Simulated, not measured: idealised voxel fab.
Name of the process module below: voxel spacer lines
235 nm wide, 5 nm square cells: that's cross-section cut.
For the purposes of this document, a cross-section shall be understood as a grid of square cells, specified as bands listed in top-to-bottom order, each band consisting of one or more rows of cells. Quick guide to a band line: top height, bottom height (nm) up front; then every material left to right with its width in nm. Only one material and it's marked "full width"? Then it fills the band edge to edge. And "empty" just means empty space. Heights are reckoned from 0. Under this level, the received wafer is all of one material. The bottommost band is open-ended downward, for example "0 and below". The two numbers in a width such as "30 to 40" mark its ends across the band: the first belongs to the top row of cells, the second to the bottom row, and from each row to the next the width moves by the same amount. "same as before" means the step left every cell of the cross-section as it was. Heads up: "Enclosed cavity list" only lists the empty pockets with no open path to the top that are 8 cells or more, and it writes them as width x height at distance, distance from the left edge, in nm. Read whatever lies past the settings on a step's line as the simulator's own remark about the step. The "overlay nm" setting may appear on a step's line; for a step that uses a mask, it gives how far to the right of its planned position the mask lay, and a negative value indicates the left.
Plan:
1. RECEIVE with material Si
2. CONFORMAL_DEP with material Al2O3, thk nm 5
3. DIRECTIONAL_DEP with material W, thk nm 10
4. DIRECTIONAL_DEP with material aC, thk nm 25
5. PATTERN with tone cover, mask id MANDREL, material resist, width nm 15, pitch nm 60, thk nm 35, overlay nm 0
6. DIRECTIONAL_ETCH with etch materials aC, depth nm 25
7. STRIP with etch materials resist
8. CONFORMAL_DEP with material SiO2, thk nm 15
9. DIRECTIONAL_ETCH with etch materials SiO2, depth nm 15
10. STRIP with etch materials aC
11. DIRECTIONAL_ETCH with etch materials W, depth nm 10
12. STRIP with etch materials SiO2
13. FILL_DEP with material lowk, thk nm 10
14. CMP with height nm 15
Cross-section of the wafer at receipt, which is the condition after step 1:
- 0 and below = Si full width
- Enclosed cavity list: none
Starting wafer: above. Plan: above. Run: one mistake. Cross-section after the module: below:
- 15 down to 5 = aC full width
- 5 down to 0 = Al2O3 full width
- 0 and below = Si full width
- Enclosed cavity list: none
Against the plan, the run slipped here: a sequencing error occurred in which plan steps 3 and 4 were transposed
